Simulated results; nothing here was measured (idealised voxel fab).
process module | voxel self aligned contacts
cross-section cut | 300 nm wide | cells 5 nm
A cross-section is a grid of square cells, given in bands from the top down. A band is one or more rows of cells.
Each band's line starts with the height of the band's top and of its bottom, in nm. Then come its materials from left to right, each with its width in nm. One material with "throughout" fills the band from edge to edge. "air" is empty space.
Height 0 is the level under which the wafer as received is all one material. The lowest band goes on downwards, as in "0 down".
A width such as "30 to 40" changes by the same amount from each row of cells to the next, from the band's top row to its bottom row.
"no change" after a step means that no cell of the cross-section changed.
closed voids: empty space of 8 cells or more with no open way to the top, each as width x height at its distance from the left edge, in nm
after a step's settings: what the simulator itself notes on the step
overlay nm, on a step with a mask: how far to the right of its planned place the mask lay; to the left if negative
plan
1 op RECEIVE | material Si
2 op OXIDIZE | depth nm 5
3 op DIRECTIONAL_DEP | material polySi | thk nm 30
4 op DIRECTIONAL_DEP | material SiN | thk nm 20
5 op DIRECTIONAL_DEP | material aC | thk nm 10
6 op PATTERN | tone cover | mask id GATE | material resist | width nm 25 | pitch nm 50 | thk nm 25 | overlay nm 0
7 op DIRECTIONAL_ETCH | etch materials aC | depth nm 10
8 op STRIP | etch materials resist
9 op DIRECTIONAL_ETCH | etch materials SiN | depth nm 20
10 op DIRECTIONAL_ETCH | etch materials polySi | depth nm 30
11 op STRIP | etch materials aC
12 op CONFORMAL_DEP | material SiN | thk nm 5
13 op DIRECTIONAL_ETCH | etch materials SiN | depth nm 5
14 op FILL_DEP | material SiO2 | thk nm 10
15 op CMP | height nm 55
16 op PATTERN | tone open | mask id CONTACT | material resist | width nm 35 | pitch nm 50 | thk nm 15 | overlay nm 0
17 op DIRECTIONAL_ETCH | etch materials SiO2 | depth nm 60
18 op STRIP | etch materials resist
19 op CONFORMAL_DEP | material TiN | thk nm 5
20 op FILL_DEP | material W | thk nm 5
21 op CMP | height nm 55
22 op CONFORMAL_DEP | material SiCN | thk nm 5
as received, after step 1
  0 down: Si throughout
  closed voids: none
a wafer at the end: this start, this plan, one mistake
  60 to 55: SiCN throughout
  55 to 50: SiO2 105 | TiN 15 | W 5 | TiN 15 | SiO2 15 | TiN 15 | W 5 | TiN 15 | SiO2 110
  50 to 30: SiO2 80 | SiN 35 | TiN 5 | W 5 | TiN 5 | SiN 35 | TiN 5 | W 5 | TiN 5 | SiN 35 | SiO2 85
  30 to 5: SiO2 80 | SiN 5 | polySi 25 | SiN 5 | TiN 5 | W 5 | TiN 5 | SiN 5 | polySi 25 | SiN 5 | TiN 5 | W 5 | TiN 5 | SiN 5 | polySi 25 | SiN 5 | SiO2 85
  5 to 0: SiO2 80 | SiN 5 | polySi 25 | SiN 5 | TiN 15 | SiN 5 | polySi 25 | SiN 5 | TiN 15 | SiN 5 | polySi 25 | SiN 5 | SiO2 85
  0 down: Si throughout
  closed voids: none
what went wrong: step 2 was left out
